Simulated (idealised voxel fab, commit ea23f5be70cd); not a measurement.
process module | voxel transistor to metal
cross-section cut | 205 nm wide | cells 5 nm
A cross-section is a grid of square cells, given in bands from the top down. A band is one or more rows of cells.
Each band's line starts with the height of the band's top and of its bottom, in nm. Then come its materials from left to right, each with its width in nm. One material with "throughout" fills the band from edge to edge. "air" is empty space.
Height 0 is the level under which the wafer as received is all one material. The lowest band goes on downwards, as in "0 down".
A width such as "30 to 40" changes by the same amount from each row of cells to the next, from the band's top row to its bottom row.
"no change" after a step means that no cell of the cross-section changed.
closed voids: empty space of 8 cells or more with no open way to the top, each as width x height at its distance from the left edge, in nm
after a step's settings: what the simulator itself notes on the step
overlay nm, on a step with a mask: how far to the right of its planned place the mask lay; to the left if negative
plan
1 op RECEIVE | material Si
2 op CONFORMAL_DEP | material SiO2 | thk nm 5
3 op CONFORMAL_DEP | material SiN | thk nm 15
4 op MASKED_ETCH | tone cover | mask id ACTIVE | width nm 90 | etch materials SiN | depth nm 15 | overlay nm 0
5 op MASKED_ETCH | tone cover | mask id ACTIVE | width nm 90 | etch materials SiO2 | depth nm 5 | overlay nm 0
6 op MASKED_ETCH | tone cover | mask id ACTIVE | width nm 90 | etch materials Si | depth nm 35 | overlay nm 0
7 op OXIDIZE | depth nm 5
8 op FILL_DEP | material SiO2 | thk nm 5
9 op CMP | height nm 20
10 op SELECTIVE_ETCH | etch materials SiO2 | depth nm 5
11 op STRIP | etch materials SiN
12 op SELECTIVE_ETCH | etch materials SiO2 | depth nm 5
13 op OXIDIZE | depth nm 5
14 op DIRECTIONAL_DEP | material polySi | thk nm 20
15 op DIRECTIONAL_DEP | material SiCN | thk nm 10
16 op DIRECTIONAL_DEP | material aC | thk nm 10
17 op PATTERN | tone cover | mask id GATE | material resist | width nm 20 | thk nm 30 | overlay nm 0
18 op DIRECTIONAL_ETCH | etch materials aC | depth nm 10
19 op STRIP | etch materials resist
20 op DIRECTIONAL_ETCH | etch materials SiCN | depth nm 20
21 op DIRECTIONAL_ETCH | etch materials polySi | depth nm 30
22 op STRIP | etch materials aC
23 op CONFORMAL_DEP | material SiN | thk nm 10
24 op DIRECTIONAL_ETCH | etch materials SiN | depth nm 10
25 op DIRECTIONAL_ETCH | etch materials SiO2 | depth nm 5
26 op DIRECTIONAL_ETCH | etch materials Si | depth nm 5
27 op EPI | material pSi | thk nm 10
28 op FILL_DEP | material SiO2 | thk nm 5
29 op CMP | height nm 30
30 op DIRECTIONAL_DEP | material SiO2 | thk nm 15
31 op MASKED_ETCH | tone open | mask id CONTACT | width nm 15 | pitch nm 65 | etch materials SiO2 | depth nm 45 | overlay nm 0
32 op CONFORMAL_DEP | material TiN | thk nm 5
33 op FILL_DEP | material W | thk nm 10
34 op CMP | height nm 45
35 op CONFORMAL_DEP | material SiCN | thk nm 5
36 op DIRECTIONAL_DEP | material lowk | thk nm 15
37 op MASKED_ETCH | tone open | mask id METAL_1 | width nm 15 | pitch nm 65 | etch materials lowk | depth nm 15 | overlay nm 0
38 op MASKED_ETCH | tone open | mask id METAL_1 | width nm 15 | pitch nm 65 | etch materials SiCN | depth nm 5 | overlay nm 0
39 op CONFORMAL_DEP | material TiN | thk nm 5
40 op FILL_DEP | material Ru | thk nm 10
41 op CMP | height nm 65
42 op CONFORMAL_DEP | material SiN | thk nm 5
first wafer, as planned
as received, after step 1
  0 down: Si throughout
  closed voids: none
after step 2
  5 to 0: SiO2 throughout
  below 0: unchanged
after step 3
  20 to 5: SiN throughout
  below 5: unchanged
after step 4
  20 to 5: air 55 | SiN 90 | air 60
  below 5: unchanged
after step 5
  20 to 5: air 55 | SiN 90 | air 60
  5 to 0: air 55 | SiO2 90 | air 60
  below 0: unchanged
after step 6
  20 to 5: air 55 | SiN 90 | air 60
  5 to 0: air 55 | SiO2 90 | air 60
  0 to -35: air 55 | Si 90 | air 60
  below -35: unchanged
after step 7
  20 to 5: air 55 | SiN 90 | air 60
  5 to 0: air 55 | SiO2 90 | air 60
  0 to -35: air 55 | SiO2 5 | Si 80 | SiO2 5 | air 60
  -35 to -40: SiO2 60 | Si 80 | SiO2 65
  below -40: unchanged
after step 8
  25 to 20: SiO2 throughout
  20 to 5: SiO2 55 | SiN 90 | SiO2 60
  5 to 0: SiO2 throughout
  0 to -40: SiO2 60 | Si 80 | SiO2 65
  below -40: unchanged
after step 9
  20 to 5: SiO2 55 | SiN 90 | SiO2 60
  below 5: unchanged
after step 10
  20 to 15: air 55 | SiN 90 | air 60
  below 15: unchanged
after step 11
  15 to 5: SiO2 55 | air 90 | SiO2 60
  below 5: unchanged
after step 12
  10 to 0: SiO2 50 | air 100 | SiO2 55
  below 0: unchanged
after step 13
  10 to 0: SiO2 50 | air 100 | SiO2 55
  0 to -5: SiO2 throughout
  below -5: unchanged
after step 14
  30 to 20: polySi 50 | air 100 | polySi 55
  20 to 10: polySi throughout
  10 to 0: SiO2 50 | polySi 100 | SiO2 55
  below 0: unchanged
after step 15
  40 to 30: SiCN 50 | air 100 | SiCN 55
  30 to 20: polySi 50 | SiCN 100 | polySi 55
  below 20: unchanged
after step 16
  50 to 40: aC 50 | air 100 | aC 55
  40 to 30: SiCN 50 | aC 100 | SiCN 55
  below 30: unchanged
after step 17
  80 to 50: air 90 | resist 20 | air 95
  50 to 40: aC 50 | air 40 | resist 20 | air 40 | aC 55
  below 40: unchanged
after step 18
  70 to 40: air 90 | resist 20 | air 95
  40 to 30: SiCN 50 | air 40 | aC 20 | air 40 | SiCN 55
  below 30: unchanged
after step 19
  40 to 30: SiCN 50 | air 40 | aC 20 | air 40 | SiCN 55
  below 30: unchanged
after step 20
  40 to 30: air 90 | aC 20 | air 95
  30 to 20: polySi 50 | air 40 | SiCN 20 | air 40 | polySi 55
  below 20: unchanged
after step 21
  40 to 30: air 90 | aC 20 | air 95
  30 to 20: air 90 | SiCN 20 | air 95
  20 to 10: air 90 | polySi 20 | air 95
  10 to 0: SiO2 50 | air 40 | polySi 20 | air 40 | SiO2 55
  below 0: unchanged
after step 22
  30 to 20: air 90 | SiCN 20 | air 95
  below 20: unchanged
after step 23
  40 to 30: air 80 | SiN 40 | air 85
  30 to 20: air 80 | SiN 10 | SiCN 20 | SiN 10 | air 85
  20 to 10: SiN 60 | air 20 | SiN 10 | polySi 20 | SiN 10 | air 20 | SiN 65
  10 to 0: SiO2 50 | SiN 40 | polySi 20 | SiN 40 | SiO2 55
  below 0: unchanged
after step 24
  30 to 20: air 80 | SiN 10 | SiCN 20 | SiN 10 | air 85
  20 to 10: air 80 | SiN 10 | polySi 20 | SiN 10 | air 85
  10 to 0: SiO2 50 | SiN 10 | air 20 | SiN 10 | polySi 20 | SiN 10 | air 20 | SiN 10 | SiO2 55
  below 0: unchanged
after step 25
  30 to 20: air 80 | SiN 10 | SiCN 20 | SiN 10 | air 85
  20 to 10: air 80 | SiN 10 | polySi 20 | SiN 10 | air 85
  10 to 5: air 50 | SiN 10 | air 20 | SiN 10 | polySi 20 | SiN 10 | air 20 | SiN 10 | air 55
  5 to 0: SiO2 50 | SiN 10 | air 20 | SiN 10 | polySi 20 | SiN 10 | air 20 | SiN 10 | SiO2 55
  0 to -5: SiO2 60 | air 20 | SiO2 40 | air 20 | SiO2 65
  below -5: unchanged
after step 26
  30 to 20: air 80 | SiN 10 | SiCN 20 | SiN 10 | air 85
  20 to 10: air 80 | SiN 10 | polySi 20 | SiN 10 | air 85
  10 to 5: air 50 | SiN 10 | air 20 | SiN 10 | polySi 20 | SiN 10 | air 20 | SiN 10 | air 55
  5 to 0: SiO2 50 | SiN 10 | air 20 | SiN 10 | polySi 20 | SiN 10 | air 20 | SiN 10 | SiO2 55
  0 to -5: SiO2 60 | air 20 | SiO2 40 | air 20 | SiO2 65
  -5 to -10: SiO2 60 | air 20 | Si 40 | air 20 | SiO2 65
  below -10: unchanged
after step 27
  30 to 20: air 80 | SiN 10 | SiCN 20 | SiN 10 | air 85
  20 to 10: air 80 | SiN 10 | polySi 20 | SiN 10 | air 85
  10 to 5: air 50 | SiN 10 | air 20 | SiN 10 | polySi 20 | SiN 10 | air 20 | SiN 10 | air 55
  5 to 0: SiO2 50 | SiN 10 | air 10 | pSi 10 | SiN 10 | polySi 20 | SiN 10 | pSi 10 | air 10 | SiN 10 | SiO2 55
  0 to -5: SiO2 60 | pSi 20 | SiO2 40 | pSi 20 | SiO2 65
  -5 to -10: SiO2 60 | pSi 20 | Si 40 | pSi 20 | SiO2 65
  below -10: unchanged
after step 28
  35 to 30: SiO2 throughout
  30 to 20: SiO2 80 | SiN 10 | SiCN 20 | SiN 10 | SiO2 85
  20 to 10: SiO2 80 | SiN 10 | polySi 20 | SiN 10 | SiO2 85
  10 to 5: SiO2 50 | SiN 10 | SiO2 20 | SiN 10 | polySi 20 | SiN 10 | SiO2 20 | SiN 10 | SiO2 55
  5 to 0: SiO2 50 | SiN 10 | SiO2 10 | pSi 10 | SiN 10 | polySi 20 | SiN 10 | pSi 10 | SiO2 10 | SiN 10 | SiO2 55
  below 0: unchanged
after step 29
  30 to 20: SiO2 80 | SiN 10 | SiCN 20 | SiN 10 | SiO2 85
  below 20: unchanged
after step 30
  45 to 30: SiO2 throughout
  below 30: unchanged
after step 31
  45 to 30: SiO2 60 | air 15 | SiO2 50 | air 15 | SiO2 65
  30 to 20: SiO2 60 | air 15 | SiO2 5 | SiN 10 | SiCN 20 | SiN 10 | SiO2 5 | air 15 | SiO2 65
  20 to 10: SiO2 60 | air 15 | SiO2 5 | SiN 10 | polySi 20 | SiN 10 | SiO2 5 | air 15 | SiO2 65
  10 to 5: SiO2 50 | SiN 10 | air 15 | SiO2 5 | SiN 10 | polySi 20 | SiN 10 | SiO2 5 | air 15 | SiN 10 | SiO2 55
  5 to 0: SiO2 50 | SiN 10 | air 10 | pSi 10 | SiN 10 | polySi 20 | SiN 10 | pSi 10 | air 10 | SiN 10 | SiO2 55
  below 0: unchanged
after step 32
  50 to 45: TiN 65 | air 5 | TiN 60 | air 5 | TiN 70
  45 to 30: SiO2 60 | TiN 5 | air 5 | TiN 5 | SiO2 50 | TiN 5 | air 5 | TiN 5 | SiO2 65
  30 to 20: SiO2 60 | TiN 5 | air 5 | TiN 5 | SiO2 5 | SiN 10 | SiCN 20 | SiN 10 | SiO2 5 | TiN 5 | air 5 | TiN 5 | SiO2 65
  20 to 10: SiO2 60 | TiN 5 | air 5 | TiN 5 | SiO2 5 | SiN 10 | polySi 20 | SiN 10 | SiO2 5 | TiN 5 | air 5 | TiN 5 | SiO2 65
  10 to 5: SiO2 50 | SiN 10 | TiN 15 | SiO2 5 | SiN 10 | polySi 20 | SiN 10 | SiO2 5 | TiN 15 | SiN 10 | SiO2 55
  5 to 0: SiO2 50 | SiN 10 | TiN 10 | pSi 10 | SiN 10 | polySi 20 | SiN 10 | pSi 10 | TiN 10 | SiN 10 | SiO2 55
  below 0: unchanged
after step 33
  60 to 50: W throughout
  50 to 45: TiN 65 | W 5 | TiN 60 | W 5 | TiN 70
  45 to 30: SiO2 60 | TiN 5 | W 5 | TiN 5 | SiO2 50 | TiN 5 | W 5 | TiN 5 | SiO2 65
  30 to 20: SiO2 60 | TiN 5 | W 5 | TiN 5 | SiO2 5 | SiN 10 | SiCN 20 | SiN 10 | SiO2 5 | TiN 5 | W 5 | TiN 5 | SiO2 65
  20 to 10: SiO2 60 | TiN 5 | W 5 | TiN 5 | SiO2 5 | SiN 10 | polySi 20 | SiN 10 | SiO2 5 | TiN 5 | W 5 | TiN 5 | SiO2 65
  below 10: unchanged
after step 34
  45 to 30: SiO2 60 | TiN 5 | W 5 | TiN 5 | SiO2 50 | TiN 5 | W 5 | TiN 5 | SiO2 65
  below 30: unchanged
after step 35
  50 to 45: SiCN throughout
  below 45: unchanged
after step 36
  65 to 50: lowk throughout
  below 50: unchanged
after step 37
  65 to 50: lowk 60 | air 15 | lowk 50 | air 15 | lowk 65
  below 50: unchanged
after step 38
  65 to 50: lowk 60 | air 15 | lowk 50 | air 15 | lowk 65
  50 to 45: SiCN 60 | air 15 | SiCN 50 | air 15 | SiCN 65
  below 45: unchanged
after step 39
  70 to 65: TiN 65 | air 5 | TiN 60 | air 5 | TiN 70
  65 to 50: lowk 60 | TiN 5 | air 5 | TiN 5 | lowk 50 | TiN 5 | air 5 | TiN 5 | lowk 65
  50 to 45: SiCN 60 | TiN 15 | SiCN 50 | TiN 15 | SiCN 65
  below 45: unchanged
after step 40
  80 to 70: Ru throughout
  70 to 65: TiN 65 | Ru 5 | TiN 60 | Ru 5 | TiN 70
  65 to 50: lowk 60 | TiN 5 | Ru 5 | TiN 5 | lowk 50 | TiN 5 | Ru 5 | TiN 5 | lowk 65
  below 50: unchanged
after step 41
  65 to 50: lowk 60 | TiN 5 | Ru 5 | TiN 5 | lowk 50 | TiN 5 | Ru 5 | TiN 5 | lowk 65
  below 50: unchanged
after step 42
  70 to 65: SiN throughout
  below 65: unchanged
second wafer: like start, like plan, one mistake. Through step 10 it matches the first wafer
when step 11 should have ended
  20 to 10: air 55 | SiN 90 | air 60
  below 10: unchanged
when step 12 should have ended
  10 to 5: SiO2 55 | air 90 | SiO2 60
  below 5: unchanged
when step 13 should have ended: no change
when step 14 should have ended
  30 to 25: polySi 55 | air 90 | polySi 60
  25 to 10: polySi throughout
  10 to 5: SiO2 55 | polySi 90 | SiO2 60
  below 5: unchanged
when step 15 should have ended
  40 to 35: SiCN 55 | air 90 | SiCN 60
  35 to 30: SiCN throughout
  30 to 25: polySi 55 | SiCN 90 | polySi 60
  below 25: unchanged
when step 16 should have ended
  50 to 45: aC 55 | air 90 | aC 60
  45 to 40: aC throughout
  40 to 35: SiCN 55 | aC 90 | SiCN 60
  below 35: unchanged
when step 17 should have ended
  80 to 50: air 90 | resist 20 | air 95
  50 to 45: aC 55 | air 35 | resist 20 | air 35 | aC 60
  below 45: unchanged
when step 18 should have ended
  70 to 45: air 90 | resist 20 | air 95
  45 to 40: air 90 | aC 20 | air 95
  40 to 35: SiCN 55 | air 35 | aC 20 | air 35 | SiCN 60
  below 35: unchanged
when step 19 should have ended
  45 to 40: air 90 | aC 20 | air 95
  below 40: unchanged
when step 20 should have ended
  45 to 35: air 90 | aC 20 | air 95
  35 to 30: air 90 | SiCN 20 | air 95
  30 to 25: polySi 55 | air 35 | SiCN 20 | air 35 | polySi 60
  below 25: unchanged
when step 21 should have ended
  45 to 35: air 90 | aC 20 | air 95
  35 to 25: air 90 | SiCN 20 | air 95
  25 to 10: air 90 | polySi 20 | air 95
  10 to 5: SiO2 55 | air 35 | polySi 20 | air 35 | SiO2 60
  below 5: unchanged
when step 22 should have ended
  35 to 25: air 90 | SiCN 20 | air 95
  below 25: unchanged
when step 23 should have ended
  45 to 35: air 80 | SiN 40 | air 85
  35 to 25: air 80 | SiN 10 | SiCN 20 | SiN 10 | air 85
  25 to 20: air 80 | SiN 10 | polySi 20 | SiN 10 | air 85
  20 to 15: SiN 65 | air 15 | SiN 10 | polySi 20 | SiN 10 | air 15 | SiN 70
  15 to 10: SiN 90 | polySi 20 | SiN 95
  10 to 5: SiO2 55 | SiN 35 | polySi 20 | SiN 35 | SiO2 60
  below 5: unchanged
when step 24 should have ended
  35 to 25: air 80 | SiN 10 | SiCN 20 | SiN 10 | air 85
  25 to 10: air 80 | SiN 10 | polySi 20 | SiN 10 | air 85
  10 to 5: SiO2 55 | SiN 10 | air 15 | SiN 10 | polySi 20 | SiN 10 | air 15 | SiN 10 | SiO2 60
  below 5: unchanged
when step 25 should have ended
  35 to 25: air 80 | SiN 10 | SiCN 20 | SiN 10 | air 85
  25 to 10: air 80 | SiN 10 | polySi 20 | SiN 10 | air 85
  10 to 5: air 55 | SiN 10 | air 15 | SiN 10 | polySi 20 | SiN 10 | air 15 | SiN 10 | air 60
  5 to 0: SiO2 65 | air 15 | SiO2 40 | air 15 | SiO2 70
  below 0: unchanged
when step 26 should have ended
  35 to 25: air 80 | SiN 10 | SiCN 20 | SiN 10 | air 85
  25 to 10: air 80 | SiN 10 | polySi 20 | SiN 10 | air 85
  10 to 5: air 55 | SiN 10 | air 15 | SiN 10 | polySi 20 | SiN 10 | air 15 | SiN 10 | air 60
  5 to 0: SiO2 65 | air 15 | SiO2 40 | air 15 | SiO2 70
  0 to -5: SiO2 60 | Si 5 | air 15 | Si 40 | air 15 | Si 5 | SiO2 65
  below -5: unchanged
when step 27 should have ended
  35 to 25: air 80 | SiN 10 | SiCN 20 | SiN 10 | air 85
  25 to 10: air 80 | SiN 10 | polySi 20 | SiN 10 | air 85
  10 to 5: air 55 | SiN 10 | pSi 15 | SiN 10 | polySi 20 | SiN 10 | pSi 15 | SiN 10 | air 60
  5 to 0: SiO2 65 | pSi 15 | SiO2 40 | pSi 15 | SiO2 70
  0 to -5: SiO2 60 | Si 5 | pSi 15 | Si 40 | pSi 15 | Si 5 | SiO2 65
  below -5: unchanged
when step 28 should have ended
  40 to 35: SiO2 throughout
  35 to 25: SiO2 80 | SiN 10 | SiCN 20 | SiN 10 | SiO2 85
  25 to 10: SiO2 80 | SiN 10 | polySi 20 | SiN 10 | SiO2 85
  10 to 5: SiO2 55 | SiN 10 | pSi 15 | SiN 10 | polySi 20 | SiN 10 | pSi 15 | SiN 10 | SiO2 60
  below 5: unchanged
when step 29 should have ended
  30 to 25: SiO2 80 | SiN 10 | SiCN 20 | SiN 10 | SiO2 85
  below 25: unchanged
when step 30 should have ended
  45 to 30: SiO2 throughout
  below 30: unchanged
when step 31 should have ended
  45 to 30: SiO2 60 | air 15 | SiO2 50 | air 15 | SiO2 65
  30 to 25: SiO2 60 | air 15 | SiO2 5 | SiN 10 | SiCN 20 | SiN 10 | SiO2 5 | air 15 | SiO2 65
  25 to 10: SiO2 60 | air 15 | SiO2 5 | SiN 10 | polySi 20 | SiN 10 | SiO2 5 | air 15 | SiO2 65
  below 10: unchanged
when step 32 should have ended
  50 to 45: TiN 65 | air 5 | TiN 60 | air 5 | TiN 70
  45 to 30: SiO2 60 | TiN 5 | air 5 | TiN 5 | SiO2 50 | TiN 5 | air 5 | TiN 5 | SiO2 65
  30 to 25: SiO2 60 | TiN 5 | air 5 | TiN 5 | SiO2 5 | SiN 10 | SiCN 20 | SiN 10 | SiO2 5 | TiN 5 | air 5 | TiN 5 | SiO2 65
  25 to 15: SiO2 60 | TiN 5 | air 5 | TiN 5 | SiO2 5 | SiN 10 | polySi 20 | SiN 10 | SiO2 5 | TiN 5 | air 5 | TiN 5 | SiO2 65
  15 to 10: SiO2 60 | TiN 15 | SiO2 5 | SiN 10 | polySi 20 | SiN 10 | SiO2 5 | TiN 15 | SiO2 65
  below 10: unchanged
when step 33 should have ended
  60 to 50: W throughout
  50 to 45: TiN 65 | W 5 | TiN 60 | W 5 | TiN 70
  45 to 30: SiO2 60 | TiN 5 | W 5 | TiN 5 | SiO2 50 | TiN 5 | W 5 | TiN 5 | SiO2 65
  30 to 25: SiO2 60 | TiN 5 | W 5 | TiN 5 | SiO2 5 | SiN 10 | SiCN 20 | SiN 10 | SiO2 5 | TiN 5 | W 5 | TiN 5 | SiO2 65
  25 to 15: SiO2 60 | TiN 5 | W 5 | TiN 5 | SiO2 5 | SiN 10 | polySi 20 | SiN 10 | SiO2 5 | TiN 5 | W 5 | TiN 5 | SiO2 65
  below 15: unchanged
when step 34 should have ended
  45 to 30: SiO2 60 | TiN 5 | W 5 | TiN 5 | SiO2 50 | TiN 5 | W 5 | TiN 5 | SiO2 65
  below 30: unchanged
when step 35 should have ended
  50 to 45: SiCN throughout
  below 45: unchanged
when step 36 should have ended
  65 to 50: lowk throughout
  below 50: unchanged
when step 37 should have ended
  65 to 50: lowk 60 | air 15 | lowk 50 | air 15 | lowk 65
  below 50: unchanged
when step 38 should have ended
  65 to 50: lowk 60 | air 15 | lowk 50 | air 15 | lowk 65
  50 to 45: SiCN 60 | air 15 | SiCN 50 | air 15 | SiCN 65
  below 45: unchanged
when step 39 should have ended
  70 to 65: TiN 65 | air 5 | TiN 60 | air 5 | TiN 70
  65 to 50: lowk 60 | TiN 5 | air 5 | TiN 5 | lowk 50 | TiN 5 | air 5 | TiN 5 | lowk 65
  50 to 45: SiCN 60 | TiN 15 | SiCN 50 | TiN 15 | SiCN 65
  below 45: unchanged
when step 40 should have ended
  80 to 70: Ru throughout
  70 to 65: TiN 65 | Ru 5 | TiN 60 | Ru 5 | TiN 70
  65 to 50: lowk 60 | TiN 5 | Ru 5 | TiN 5 | lowk 50 | TiN 5 | Ru 5 | TiN 5 | lowk 65
  below 50: unchanged
when step 41 should have ended
  65 to 50: lowk 60 | TiN 5 | Ru 5 | TiN 5 | lowk 50 | TiN 5 | Ru 5 | TiN 5 | lowk 65
  below 50: unchanged
when step 42 should have ended
  70 to 65: SiN throughout
  below 65: unchanged
what went wrong: steps 11 and 12 were swapped
at the end the second wafer has, in cells: 18 more of Si | 4 fewer of SiCN | 8 fewer of SiN | 6 more of SiO2 | 8 fewer of TiN | 2 fewer of W | 2 fewer of pSi
